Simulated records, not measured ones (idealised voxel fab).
process module | voxel self aligned contacts
cross-section cut | 290 nm wide | cells 5 nm
A cross-section is a grid of square cells, given in bands from the top down. A band is one or more rows of cells.
Each band's line starts with the height of the band's top and of its bottom, in nm. Then come its materials from left to right, each with its width in nm. One material with "throughout" fills the band from edge to edge. "air" is empty space.
Height 0 is the level under which the wafer as received is all one material. The lowest band goes on downwards, as in "0 down".
A width such as "30 to 40" changes by the same amount from each row of cells to the next, from the band's top row to its bottom row.
"no change" after a step means that no cell of the cross-section changed.
closed voids: empty space of 8 cells or more with no open way to the top, each as width x height at its distance from the left edge, in nm
after a step's settings: what the simulator itself notes on the step
overlay nm, on a step with a mask: how far to the right of its planned place the mask lay; to the left if negative
plan
1 op RECEIVE | material Si
2 op CONFORMAL_DEP | material SiO2 | thk nm 5
3 op DIRECTIONAL_DEP | material polySi | thk nm 30
4 op DIRECTIONAL_DEP | material SiN | thk nm 20
5 op MASKED_ETCH | tone cover | mask id GATE | width nm 25 | pitch nm 60 | etch materials SiN | depth nm 20 | overlay nm 0
6 op MASKED_ETCH | tone cover | mask id GATE | width nm 25 | pitch nm 60 | etch materials polySi | depth nm 30 | overlay nm 0
7 op CONFORMAL_DEP | material SiN | thk nm 10
8 op DIRECTIONAL_ETCH | etch materials SiN | depth nm 10
9 op FILL_DEP | material SiO2 | thk nm 10
10 op CMP | height nm 60
11 op DIRECTIONAL_DEP | material aC | thk nm 15
12 op PATTERN | tone open | mask id CONTACT | material resist | width nm 45 | thk nm 35 | overlay nm 0
13 op DIRECTIONAL_ETCH | etch materials aC | depth nm 15
14 op STRIP | etch materials resist
15 op DIRECTIONAL_ETCH | etch materials SiO2 | depth nm 60
16 op STRIP | etch materials aC
17 op CONFORMAL_DEP | material TiN | thk nm 5
18 op FILL_DEP | material W | thk nm 5
19 op CMP | height nm 60
20 op CONFORMAL_DEP | material SiN | thk nm 5
as received, after step 1
  0 down: Si throughout
  closed voids: none
first wafer at the end, as planned
  65 to 60: SiN throughout
  60 to 55: SiO2 120 | TiN 20 | W 5 | TiN 20 | SiO2 125
  55 to 35: SiO2 90 | SiN 45 | TiN 5 | W 5 | TiN 5 | SiN 45 | SiO2 95
  35 to 5: SiO2 90 | SiN 10 | polySi 25 | SiN 10 | TiN 5 | W 5 | TiN 5 | SiN 10 | polySi 25 | SiN 10 | SiO2 95
  5 to 0: SiO2 135 | TiN 15 | SiO2 140
  0 down: Si throughout
  closed voids: none
second wafer at the end: like start, like plan, one mistake
  65 to 60: SiN throughout
  60 to 55: SiO2 120 | TiN 20 | W 5 | TiN 20 | SiO2 125
  55 to 35: SiO2 90 | SiN 45 | TiN 5 | W 5 | TiN 5 | SiN 45 | SiO2 95
  35 to 20: SiO2 90 | SiN 10 | polySi 25 | SiN 10 | TiN 5 | W 5 | TiN 5 | SiN 10 | polySi 25 | SiN 10 | SiO2 95
  20 to 15: SiO2 90 | SiN 10 | polySi 25 | SiN 10 | TiN 15 | SiN 10 | polySi 25 | SiN 10 | SiO2 95
  15 to 5: SiN 100 | polySi 25 | SiN 35 | polySi 25 | SiN 105
  5 to 0: SiO2 throughout
  0 down: Si throughout
  closed voids: none
what went wrong: steps 7 and 8 were swapped
at the end the second wafer has, in cells: 80 more of SiN | 71 fewer of SiO2 | 6 fewer of TiN | 3 fewer of W
